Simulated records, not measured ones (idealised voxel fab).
process module | voxel capacitor over wiring
cross-section cut | 300 nm wide | cells 5 nm
A cross-section is a grid of square cells, given in bands from the top down. A band is one or more rows of cells.
Each band's line starts with the height of the band's top and of its bottom, in nm. Then come its materials from left to right, each with its width in nm. One material with "throughout" fills the band from edge to edge. "air" is empty space.
Height 0 is the level under which the wafer as received is all one material. The lowest band goes on downwards, as in "0 down".
A width such as "30 to 40" changes by the same amount from each row of cells to the next, from the band's top row to its bottom row.
"no change" after a step means that no cell of the cross-section changed.
closed voids: empty space of 8 cells or more with no open way to the top, each as width x height at its distance from the left edge, in nm
after a step's settings: what the simulator itself notes on the step
overlay nm, on a step with a mask: how far to the right of its planned place the mask lay; to the left if negative
plan
1 op RECEIVE | material Si
2 op CONFORMAL_DEP | material SiO2 | thk nm 15
3 op CONFORMAL_DEP | material SiN | thk nm 5
4 op DIRECTIONAL_DEP | material SiO2 | thk nm 15
5 op PATTERN | tone open | mask id METAL_1 | material resist | width nm 25 | pitch nm 85 | thk nm 20 | overlay nm 0
6 op DIRECTIONAL_ETCH | etch materials SiO2 | depth nm 15
7 op DIRECTIONAL_ETCH | etch materials SiN | depth nm 5
8 op STRIP | etch materials resist
9 op CONFORMAL_DEP | material TiN | thk nm 5
10 op FILL_DEP | material Cu | thk nm 5
11 op CMP | height nm 35
12 op EPI | material Ru | thk nm 5
13 op FILL_DEP | material SiCN | thk nm 5
14 op DIRECTIONAL_DEP | material SiO2 | thk nm 20
15 op PATTERN | tone open | mask id PLUG_1 | material resist | width nm 15 | thk nm 15 | overlay nm 0
16 op DIRECTIONAL_ETCH | etch materials SiO2 | depth nm 20
17 op DIRECTIONAL_ETCH | etch materials SiCN | depth nm 5
18 op STRIP | etch materials resist
19 op CONFORMAL_DEP | material TiN | thk nm 5
20 op FILL_DEP | material W | thk nm 5
21 op CMP | height nm 65
22 op DIRECTIONAL_DEP | material TiN | thk nm 5
23 op DIRECTIONAL_DEP | material SiN | thk nm 5
24 op DIRECTIONAL_DEP | material TiN | thk nm 5
25 op DIRECTIONAL_DEP | material aC | thk nm 15
26 op PATTERN | tone cover | mask id UPPER_PLATE | material resist | width nm 65 | thk nm 35 | overlay nm 0
27 op DIRECTIONAL_ETCH | etch materials aC | depth nm 15
28 op STRIP | etch materials resist
29 op DIRECTIONAL_ETCH | etch materials TiN | depth nm 5
30 op DIRECTIONAL_ETCH | etch materials SiN | depth nm 5
31 op STRIP | etch materials aC
32 op MASKED_ETCH | tone cover | mask id LOWER_PLATE | width nm 75 | etch materials TiN | depth nm 5 | overlay nm 0
33 op FILL_DEP | material SiO2 | thk nm 20
34 op CMP | height nm 95
35 op PATTERN | tone open | mask id PLUG_2 | material resist | width nm 15 | thk nm 20 | overlay nm 0
36 op DIRECTIONAL_ETCH | etch materials SiO2 | depth nm 15
37 op STRIP | etch materials resist
38 op CONFORMAL_DEP | material TiN | thk nm 5
39 op FILL_DEP | material W | thk nm 5
40 op CMP | height nm 95
41 op CONFORMAL_DEP | material SiN | thk nm 5
first wafer, as planned
as received, after step 1
  0 down: Si throughout
  closed voids: none
after step 2
  15 to 0: SiO2 throughout
  below 0: unchanged
after step 3
  20 to 15: SiN throughout
  below 15: unchanged
after step 4
  35 to 20: SiO2 throughout
  below 20: unchanged
after step 5
  55 to 35: resist 95 | air 25 | resist 60 | air 25 | resist 95
  below 35: unchanged
after step 6
  55 to 35: resist 95 | air 25 | resist 60 | air 25 | resist 95
  35 to 20: SiO2 95 | air 25 | SiO2 60 | air 25 | SiO2 95
  below 20: unchanged
after step 7
  55 to 35: resist 95 | air 25 | resist 60 | air 25 | resist 95
  35 to 20: SiO2 95 | air 25 | SiO2 60 | air 25 | SiO2 95
  20 to 15: SiN 95 | air 25 | SiN 60 | air 25 | SiN 95
  below 15: unchanged
after step 8
  35 to 20: SiO2 95 | air 25 | SiO2 60 | air 25 | SiO2 95
  below 20: unchanged
after step 9
  40 to 35: TiN 100 | air 15 | TiN 70 | air 15 | TiN 100
  35 to 20: SiO2 95 | TiN 5 | air 15 | TiN 5 | SiO2 60 | TiN 5 | air 15 | TiN 5 | SiO2 95
  20 to 15: SiN 95 | TiN 25 | SiN 60 | TiN 25 | SiN 95
  below 15: unchanged
after step 10
  45 to 40: Cu throughout
  40 to 35: TiN 100 | Cu 15 | TiN 70 | Cu 15 | TiN 100
  35 to 20: SiO2 95 | TiN 5 | Cu 15 | TiN 5 | SiO2 60 | TiN 5 | Cu 15 | TiN 5 | SiO2 95
  below 20: unchanged
after step 11
  35 to 20: SiO2 95 | TiN 5 | Cu 15 | TiN 5 | SiO2 60 | TiN 5 | Cu 15 | TiN 5 | SiO2 95
  below 20: unchanged
after step 12
  40 to 35: air 90 | Ru 35 | air 50 | Ru 35 | air 90
  below 35: unchanged
after step 13
  45 to 40: SiCN throughout
  40 to 35: SiCN 90 | Ru 35 | SiCN 50 | Ru 35 | SiCN 90
  below 35: unchanged
after step 14
  65 to 45: SiO2 throughout
  below 45: unchanged
after step 15
  80 to 65: resist 105 | air 15 | resist 180
  below 65: unchanged
after step 16
  80 to 65: resist 105 | air 15 | resist 180
  65 to 45: SiO2 105 | air 15 | SiO2 180
  below 45: unchanged
after step 17
  80 to 65: resist 105 | air 15 | resist 180
  65 to 45: SiO2 105 | air 15 | SiO2 180
  45 to 40: SiCN 105 | air 15 | SiCN 180
  below 40: unchanged
after step 18
  65 to 45: SiO2 105 | air 15 | SiO2 180
  below 45: unchanged
after step 19
  70 to 65: TiN 110 | air 5 | TiN 185
  65 to 45: SiO2 105 | TiN 5 | air 5 | TiN 5 | SiO2 180
  45 to 40: SiCN 105 | TiN 15 | SiCN 180
  below 40: unchanged
after step 20
  75 to 70: W throughout
  70 to 65: TiN 110 | W 5 | TiN 185
  65 to 45: SiO2 105 | TiN 5 | W 5 | TiN 5 | SiO2 180
  below 45: unchanged
after step 21
  65 to 45: SiO2 105 | TiN 5 | W 5 | TiN 5 | SiO2 180
  below 45: unchanged
after step 22
  70 to 65: TiN throughout
  below 65: unchanged
after step 23
  75 to 70: SiN throughout
  below 70: unchanged
after step 24
  80 to 75: TiN throughout
  below 75: unchanged
after step 25
  95 to 80: aC throughout
  below 80: unchanged
after step 26
  130 to 95: air 105 | resist 65 | air 130
  below 95: unchanged
after step 27
  115 to 95: air 105 | resist 65 | air 130
  95 to 80: air 105 | aC 65 | air 130
  below 80: unchanged
after step 28
  95 to 80: air 105 | aC 65 | air 130
  below 80: unchanged
after step 29
  95 to 80: air 105 | aC 65 | air 130
  80 to 75: air 105 | TiN 65 | air 130
  below 75: unchanged
after step 30
  95 to 80: air 105 | aC 65 | air 130
  80 to 75: air 105 | TiN 65 | air 130
  75 to 70: air 105 | SiN 65 | air 130
  below 70: unchanged
after step 31
  80 to 75: air 105 | TiN 65 | air 130
  below 75: unchanged
after step 32
  80 to 75: air 105 | TiN 65 | air 130
  75 to 70: air 105 | SiN 65 | air 130
  70 to 65: air 100 | TiN 75 | air 125
  below 65: unchanged
after step 33
  100 to 80: SiO2 throughout
  80 to 75: SiO2 105 | TiN 65 | SiO2 130
  75 to 70: SiO2 105 | SiN 65 | SiO2 130
  70 to 65: SiO2 100 | TiN 75 | SiO2 125
  below 65: unchanged
after step 34
  95 to 80: SiO2 throughout
  below 80: unchanged
after step 35
  115 to 95: resist 115 | air 15 | resist 170
  below 95: unchanged
after step 36
  115 to 95: resist 115 | air 15 | resist 170
  95 to 80: SiO2 115 | air 15 | SiO2 170
  below 80: unchanged
after step 37
  95 to 80: SiO2 115 | air 15 | SiO2 170
  below 80: unchanged
after step 38
  100 to 95: TiN 120 | air 5 | TiN 175
  95 to 85: SiO2 115 | TiN 5 | air 5 | TiN 5 | SiO2 170
  85 to 75: SiO2 115 to 105 | TiN 15 to 65 | SiO2 170 to 130
  below 75: unchanged
after step 39
  105 to 100: W throughout
  100 to 95: TiN 120 | W 5 | TiN 175
  95 to 85: SiO2 115 | TiN 5 | W 5 | TiN 5 | SiO2 170
  below 85: unchanged
after step 40
  95 to 85: SiO2 115 | TiN 5 | W 5 | TiN 5 | SiO2 170
  below 85: unchanged
after step 41
  100 to 95: SiN throughout
  below 95: unchanged
second wafer: like start, like plan, one mistake. Through step 13 it matches the first wafer
when step 14 should have ended
  65 to 45: Cu throughout
  below 45: unchanged
when step 15 should have ended
  80 to 65: resist 105 | air 15 | resist 180
  below 65: unchanged
when step 16 should have ended: no change
when step 17 should have ended: no change
when step 18 should have ended
  65 to 45: Cu throughout
  below 45: unchanged
when step 19 should have ended
  70 to 65: TiN throughout
  below 65: unchanged
when step 20 should have ended
  75 to 70: W throughout
  below 70: unchanged
when step 21 should have ended
  65 to 45: Cu throughout
  below 45: unchanged
when step 22 should have ended
  70 to 65: TiN throughout
  below 65: unchanged
when step 23 should have ended
  75 to 70: SiN throughout
  below 70: unchanged
when step 24 should have ended
  80 to 75: TiN throughout
  below 75: unchanged
when step 25 should have ended
  95 to 80: aC throughout
  below 80: unchanged
when step 26 should have ended
  130 to 95: air 105 | resist 65 | air 130
  below 95: unchanged
when step 27 should have ended
  115 to 95: air 105 | resist 65 | air 130
  95 to 80: air 105 | aC 65 | air 130
  below 80: unchanged
when step 28 should have ended
  95 to 80: air 105 | aC 65 | air 130
  below 80: unchanged
when step 29 should have ended
  95 to 80: air 105 | aC 65 | air 130
  80 to 75: air 105 | TiN 65 | air 130
  below 75: unchanged
when step 30 should have ended
  95 to 80: air 105 | aC 65 | air 130
  80 to 75: air 105 | TiN 65 | air 130
  75 to 70: air 105 | SiN 65 | air 130
  below 70: unchanged
when step 31 should have ended
  80 to 75: air 105 | TiN 65 | air 130
  below 75: unchanged
when step 32 should have ended
  80 to 75: air 105 | TiN 65 | air 130
  75 to 70: air 105 | SiN 65 | air 130
  70 to 65: air 100 | TiN 75 | air 125
  below 65: unchanged
when step 33 should have ended
  100 to 80: SiO2 throughout
  80 to 75: SiO2 105 | TiN 65 | SiO2 130
  75 to 70: SiO2 105 | SiN 65 | SiO2 130
  70 to 65: SiO2 100 | TiN 75 | SiO2 125
  below 65: unchanged
when step 34 should have ended
  95 to 80: SiO2 throughout
  below 80: unchanged
when step 35 should have ended
  115 to 95: resist 115 | air 15 | resist 170
  below 95: unchanged
when step 36 should have ended
  115 to 95: resist 115 | air 15 | resist 170
  95 to 80: SiO2 115 | air 15 | SiO2 170
  below 80: unchanged
when step 37 should have ended
  95 to 80: SiO2 115 | air 15 | SiO2 170
  below 80: unchanged
when step 38 should have ended
  100 to 95: TiN 120 | air 5 | TiN 175
  95 to 85: SiO2 115 | TiN 5 | air 5 | TiN 5 | SiO2 170
  85 to 75: SiO2 115 to 105 | TiN 15 to 65 | SiO2 170 to 130
  below 75: unchanged
when step 39 should have ended
  105 to 100: W throughout
  100 to 95: TiN 120 | W 5 | TiN 175
  95 to 85: SiO2 115 | TiN 5 | W 5 | TiN 5 | SiO2 170
  below 85: unchanged
when step 40 should have ended
  95 to 85: SiO2 115 | TiN 5 | W 5 | TiN 5 | SiO2 170
  below 85: unchanged
when step 41 should have ended
  100 to 95: SiN throughout
  below 95: unchanged
what went wrong: step 14 ran as: op DIRECTIONAL_DEP | material Cu | thk nm 20
at the end the second wafer has, in cells: 240 more of Cu | 3 more of SiCN | 228 fewer of SiO2 | 11 fewer of TiN | 4 fewer of W
